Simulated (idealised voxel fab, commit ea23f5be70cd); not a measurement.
Process module, titled voxel wiring stack
We display cut, a cross-section 195 nm in width whose square cells are each 5 nm.
When this document writes out a cross-section, it uses a grid of square cells and lists it as bands, beginning at the top and moving down, with a band standing for one or more rows of cells.
Top, bottom (nm), then materials left to right with widths (nm); lone material tagged "throughout" fills the whole band edge to edge; "blank" = empty space.
Heights are reckoned from 0. Under this level, the received wafer is all of one material. The bottommost band is open-ended downward, for example "0..down".
A width given as "30..40" starts at the first number in the band's top row and ends at the second number in its bottom row, shifting by an equal amount at every step from row to row.
Given "no modifications" for a step, no cell of the cross-section differs between before and after that step.
"Tabulated closed voids" contains a list of empty spaces, each no smaller than 8 cells and without an open way to the top, written in the form width x height at distance with the distance from the left edge and all three in nm.
The remark found on a step's line after its settings is issued by the simulator itself and pertains to that step.
overlay nm: mask offset rightward from planned place, masked step; negative means leftward offset.

-- Set out below are the planned steps of the process
1 RECEIVE, material Si
2 CONFORMAL_DEP, material SiO2, thk nm 15
3 CONFORMAL_DEP, material SiN, thk nm 5
4 DIRECTIONAL_DEP, material SiO2, thk nm 25
5 DIRECTIONAL_DEP, material aC, thk nm 10
6 PATTERN, tone open, mask id METAL_1, material resist, width nm 25, pitch nm 45, thk nm 25, overlay nm 0
7 DIRECTIONAL_ETCH, etch materials aC, depth nm 10
8 STRIP, etch materials resist
9 DIRECTIONAL_ETCH, etch materials SiO2, depth nm 25
10 DIRECTIONAL_ETCH, etch materials SiN, depth nm 5
11 STRIP, etch materials aC
12 CONFORMAL_DEP, material TiN, thk nm 5
13 FILL_DEP, material Ru, thk nm 5
14 CMP, height nm 45
15 EPI, material Ru, thk nm 5
16 FILL_DEP, material SiCN, thk nm 5
17 DIRECTIONAL_DEP, material SiO2, thk nm 30
18 DIRECTIONAL_DEP, material aC, thk nm 15
19 PATTERN, tone open, mask id METAL_2, material resist, width nm 25, pitch nm 45, thk nm 30, overlay nm 0
20 DIRECTIONAL_ETCH, etch materials aC, depth nm 15
21 STRIP, etch materials resist
22 DIRECTIONAL_ETCH, etch materials SiO2, depth nm 15
23 STRIP, etch materials aC
24 DIRECTIONAL_DEP, material aC, thk nm 10
25 PATTERN, tone open, mask id METAL_2_HOLES, material resist, width nm 15, pitch nm 90, thk nm 30, overlay nm 0
26 DIRECTIONAL_ETCH, etch materials aC, depth nm 10
27 STRIP, etch materials resist
28 DIRECTIONAL_ETCH, etch materials SiO2, depth nm 15
29 DIRECTIONAL_ETCH, etch materials SiCN, depth nm 5
30 STRIP, etch materials aC
31 CONFORMAL_DEP, material TiN, thk nm 5
32 FILL_DEP, material Cu, thk nm 5
33 CMP, height nm 85
34 CONFORMAL_DEP, material SiCN, thk nm 5
35 DIRECTIONAL_DEP, material lowk, thk nm 10
36 DIRECTIONAL_DEP, material aC, thk nm 15
37 PATTERN, tone open, mask id PLUG_2, material resist, width nm 15, pitch nm 45, thk nm 30, overlay nm 0
38 DIRECTIONAL_ETCH, etch materials aC, depth nm 15
39 STRIP, etch materials resist
40 DIRECTIONAL_ETCH, etch materials lowk, depth nm 10
41 DIRECTIONAL_ETCH, etch materials SiCN, depth nm 5
42 STRIP, etch materials aC
43 CONFORMAL_DEP, material TiN, thk nm 5
44 FILL_DEP, material Ru, thk nm 10
45 CMP, height nm 100
46 DIRECTIONAL_DEP, material TiN, thk nm 5
47 DIRECTIONAL_DEP, material W, thk nm 15
48 MASKED_ETCH, tone cover, mask id METAL_3, width nm 25, pitch nm 45, etch materials W, depth nm 15, overlay nm 0
49 MASKED_ETCH, tone cover, mask id METAL_3, width nm 25, pitch nm 45, etch materials TiN, depth nm 5, overlay nm 0
50 CONFORMAL_DEP, material SiN, thk nm 5
51 FILL_DEP, material lowk, thk nm 5
52 CMP, height nm 120
53 CONFORMAL_DEP, material SiN, thk nm 5

-- Cross-sectional view of the wafer in its as-received condition, corresponding to the state after step 1
	0..down = Si throughout
	Tabulated closed voids: none

-- Module complete - cross-section of the first of two wafers, run according to plan
	125..120 = SiN throughout
	120..105 = lowk (35); SiN (5); W (25); SiN (5); lowk (10); SiN (5); W (25); SiN (5); lowk (10); SiN (5); W (25); SiN (5); lowk (35)
	105..100 = SiN (40); TiN (25); SiN (20); TiN (25); SiN (20); TiN (25); SiN (40)
	100..90 = lowk (40); TiN (5); Ru (5); TiN (5); lowk (30); TiN (5); Ru (5); TiN (5); lowk (30); TiN (5); Ru (5); TiN (5); lowk (50)
	90..85 = SiCN (40); TiN (15); SiCN (30); TiN (15); SiCN (30); TiN (15); SiCN (50)
	85..75 = SiO2 (40); TiN (5); Cu (15); TiN (5); SiO2 (20); TiN (5); Cu (15); TiN (5); SiO2 (20); TiN (5); Cu (15); TiN (5); SiO2 (40)
	75..70 = SiO2 (40); TiN (5); Cu (5); TiN (15); SiO2 (20); TiN (25); SiO2 (20); TiN (5); Cu (5); TiN (15); SiO2 (40)
	70..55 = SiO2 (40); TiN (5); Cu (5); TiN (5); SiO2 (75); TiN (5); Cu (5); TiN (5); SiO2 (50)
	55..50 = SiCN (40); TiN (15); SiCN (75); TiN (15); SiCN (50)
	50..45 = SiCN (35); Ru (35); SiCN (10); Ru (35); SiCN (10); Ru (35); SiCN (35)
	45..20 = SiO2 (40); TiN (5); Ru (15); TiN (5); SiO2 (20); TiN (5); Ru (15); TiN (5); SiO2 (20); TiN (5); Ru (15); TiN (5); SiO2 (40)
	20..15 = SiN (40); TiN (25); SiN (20); TiN (25); SiN (20); TiN (25); SiN (40)
	15..0 = SiO2 throughout
	0..down = Si throughout
	Tabulated closed voids: none

-- This is the second of the two wafers, cross-sectioned at the end of the module; it started exactly like the first and was given the same plan, but it was run with one mistake
	125..120 = SiN throughout
	120..110 = lowk (35); SiN (5); W (25); SiN (5); lowk (10); SiN (5); W (25); SiN (5); lowk (10); SiN (5); W (25); SiN (5); lowk (35)
	110..105 = SiN (40); W (25); SiN (20); W (25); SiN (20); W (25); SiN (40)
	105..100 = Cu throughout
	100..90 = lowk (40); TiN (5); Ru (5); TiN (5); lowk (30); TiN (5); Ru (5); TiN (5); lowk (30); TiN (5); Ru (5); TiN (5); lowk (50)
	90..85 = SiCN (40); TiN (15); SiCN (30); TiN (15); SiCN (30); TiN (15); SiCN (50)
	85..75 = SiO2 (40); TiN (5); Cu (15); TiN (5); SiO2 (20); TiN (5); Cu (15); TiN (5); SiO2 (20); TiN (5); Cu (15); TiN (5); SiO2 (40)
	75..70 = SiO2 (40); TiN (5); Cu (5); TiN (15); SiO2 (20); TiN (25); SiO2 (20); TiN (5); Cu (5); TiN (15); SiO2 (40)
	70..55 = SiO2 (40); TiN (5); Cu (5); TiN (5); SiO2 (75); TiN (5); Cu (5); TiN (5); SiO2 (50)
	55..50 = SiCN (40); TiN (15); SiCN (75); TiN (15); SiCN (50)
	50..45 = SiCN (35); Ru (35); SiCN (10); Ru (35); SiCN (10); Ru (35); SiCN (35)
	45..20 = SiO2 (40); TiN (5); Ru (15); TiN (5); SiO2 (20); TiN (5); Ru (15); TiN (5); SiO2 (20); TiN (5); Ru (15); TiN (5); SiO2 (40)
	20..15 = SiN (40); TiN (25); SiN (20); TiN (25); SiN (20); TiN (25); SiN (40)
	15..0 = SiO2 throughout
	0..down = Si throughout
	Tabulated closed voids: none
Misprocessing identified: step 46, actual vs plan mismatch, actual run DIRECTIONAL_DEP, material Cu, thk nm 5
Materials where the second wafer ends with more or fewer cells than the first: +39 Cu | -6 SiN | -15 TiN | -18 lowk
